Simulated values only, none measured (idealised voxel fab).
process module | voxel quadruple lines
cross-section cut | 205 nm wide | cells 5 nm
A cross-section is a grid of square cells, given in bands from the top down. A band is one or more rows of cells.
Each band's line starts with the height of the band's top and of its bottom, in nm. Then come its materials from left to right, each with its width in nm. One material with "throughout" fills the band from edge to edge. "air" is empty space.
Height 0 is the level under which the wafer as received is all one material. The lowest band goes on downwards, as in "0 down".
A width such as "30 to 40" changes by the same amount from each row of cells to the next, from the band's top row to its bottom row.
"no change" after a step means that no cell of the cross-section changed.
closed voids: empty space of 8 cells or more with no open way to the top, each as width x height at its distance from the left edge, in nm
after a step's settings: what the simulator itself notes on the step
overlay nm, on a step with a mask: how far to the right of its planned place the mask lay; to the left if negative
plan
1 op RECEIVE | material Si
2 op CONFORMAL_DEP | material SiO2 | thk nm 10
3 op DIRECTIONAL_DEP | material TiN | thk nm 15
4 op DIRECTIONAL_DEP | material polySi | thk nm 20
5 op DIRECTIONAL_DEP | material aC | thk nm 25
6 op PATTERN | tone cover | mask id MANDREL | material resist | width nm 20 | thk nm 30 | overlay nm 0
7 op DIRECTIONAL_ETCH | etch materials aC | depth nm 25
8 op STRIP | etch materials resist
9 op CONFORMAL_DEP | material SiO2 | thk nm 10
10 op DIRECTIONAL_ETCH | etch materials SiO2 | depth nm 10
11 op STRIP | etch materials aC
12 op DIRECTIONAL_ETCH | etch materials polySi | depth nm 20
13 op STRIP | etch materials SiO2
14 op CONFORMAL_DEP | material SiN | thk nm 5
15 op DIRECTIONAL_ETCH | etch materials SiN | depth nm 5
16 op STRIP | etch materials polySi
17 op DIRECTIONAL_ETCH | etch materials TiN | depth nm 15
18 op STRIP | etch materials SiN
first wafer, as planned
as received, after step 1
  0 down: Si throughout
  closed voids: none
after step 2
  10 to 0: SiO2 throughout
  below 0: unchanged
after step 3
  25 to 10: TiN throughout
  below 10: unchanged
after step 4
  45 to 25: polySi throughout
  below 25: unchanged
after step 5
  70 to 45: aC throughout
  below 45: unchanged
after step 6
  100 to 70: air 90 | resist 20 | air 95
  below 70: unchanged
after step 7
  75 to 70: air 90 | resist 20 | air 95
  70 to 45: air 90 | aC 20 | air 95
  below 45: unchanged
after step 8
  70 to 45: air 90 | aC 20 | air 95
  below 45: unchanged
after step 9
  80 to 70: air 80 | SiO2 40 | air 85
  70 to 55: air 80 | SiO2 10 | aC 20 | SiO2 10 | air 85
  55 to 45: SiO2 90 | aC 20 | SiO2 95
  below 45: unchanged
after step 10
  70 to 45: air 80 | SiO2 10 | aC 20 | SiO2 10 | air 85
  below 45: unchanged
after step 11
  70 to 45: air 80 | SiO2 10 | air 20 | SiO2 10 | air 85
  below 45: unchanged
after step 12
  70 to 45: air 80 | SiO2 10 | air 20 | SiO2 10 | air 85
  45 to 25: air 80 | polySi 10 | air 20 | polySi 10 | air 85
  below 25: unchanged
after step 13
  45 to 25: air 80 | polySi 10 | air 20 | polySi 10 | air 85
  below 25: unchanged
after step 14
  50 to 45: air 75 | SiN 20 | air 10 | SiN 20 | air 80
  45 to 30: air 75 | SiN 5 | polySi 10 | SiN 5 | air 10 | SiN 5 | polySi 10 | SiN 5 | air 80
  30 to 25: SiN 80 | polySi 10 | SiN 20 | polySi 10 | SiN 85
  below 25: unchanged
after step 15
  45 to 25: air 75 | SiN 5 | polySi 10 | SiN 5 | air 10 | SiN 5 | polySi 10 | SiN 5 | air 80
  below 25: unchanged
after step 16
  45 to 25: air 75 | SiN 5 | air 10 | SiN 5 | air 10 | SiN 5 | air 10 | SiN 5 | air 80
  below 25: unchanged
after step 17
  45 to 25: air 75 | SiN 5 | air 10 | SiN 5 | air 10 | SiN 5 | air 10 | SiN 5 | air 80
  25 to 10: air 75 | TiN 5 | air 10 | TiN 5 | air 10 | TiN 5 | air 10 | TiN 5 | air 80
  below 10: unchanged
after step 18
  25 to 10: air 75 | TiN 5 | air 10 | TiN 5 | air 10 | TiN 5 | air 10 | TiN 5 | air 80
  below 10: unchanged
second wafer: like start, like plan, one mistake. Through step 2 it matches the first wafer
when step 3 should have ended
  20 to 10: TiN throughout
  below 10: unchanged
when step 4 should have ended
  40 to 20: polySi throughout
  below 20: unchanged
when step 5 should have ended
  65 to 40: aC throughout
  below 40: unchanged
when step 6 should have ended
  95 to 65: air 90 | resist 20 | air 95
  below 65: unchanged
when step 7 should have ended
  70 to 65: air 90 | resist 20 | air 95
  65 to 40: air 90 | aC 20 | air 95
  below 40: unchanged
when step 8 should have ended
  65 to 40: air 90 | aC 20 | air 95
  below 40: unchanged
when step 9 should have ended
  75 to 65: air 80 | SiO2 40 | air 85
  65 to 50: air 80 | SiO2 10 | aC 20 | SiO2 10 | air 85
  50 to 40: SiO2 90 | aC 20 | SiO2 95
  below 40: unchanged
when step 10 should have ended
  65 to 40: air 80 | SiO2 10 | aC 20 | SiO2 10 | air 85
  below 40: unchanged
when step 11 should have ended
  65 to 40: air 80 | SiO2 10 | air 20 | SiO2 10 | air 85
  below 40: unchanged
when step 12 should have ended
  65 to 40: air 80 | SiO2 10 | air 20 | SiO2 10 | air 85
  40 to 20: air 80 | polySi 10 | air 20 | polySi 10 | air 85
  below 20: unchanged
when step 13 should have ended
  40 to 20: air 80 | polySi 10 | air 20 | polySi 10 | air 85
  below 20: unchanged
when step 14 should have ended
  45 to 40: air 75 | SiN 20 | air 10 | SiN 20 | air 80
  40 to 25: air 75 | SiN 5 | polySi 10 | SiN 5 | air 10 | SiN 5 | polySi 10 | SiN 5 | air 80
  25 to 20: SiN 80 | polySi 10 | SiN 20 | polySi 10 | SiN 85
  below 20: unchanged
when step 15 should have ended
  40 to 20: air 75 | SiN 5 | polySi 10 | SiN 5 | air 10 | SiN 5 | polySi 10 | SiN 5 | air 80
  below 20: unchanged
when step 16 should have ended
  40 to 20: air 75 | SiN 5 | air 10 | SiN 5 | air 10 | SiN 5 | air 10 | SiN 5 | air 80
  below 20: unchanged
when step 17 should have ended
  40 to 20: air 75 | SiN 5 | air 10 | SiN 5 | air 10 | SiN 5 | air 10 | SiN 5 | air 80
  20 to 10: air 75 | TiN 5 | air 10 | TiN 5 | air 10 | TiN 5 | air 10 | TiN 5 | air 80
  below 10: unchanged
when step 18 should have ended
  20 to 10: air 75 | TiN 5 | air 10 | TiN 5 | air 10 | TiN 5 | air 10 | TiN 5 | air 80
  below 10: unchanged
what went wrong: step 3 ran as: op DIRECTIONAL_DEP | material TiN | thk nm 10
at the end the second wafer has, in cells: 4 fewer of TiN
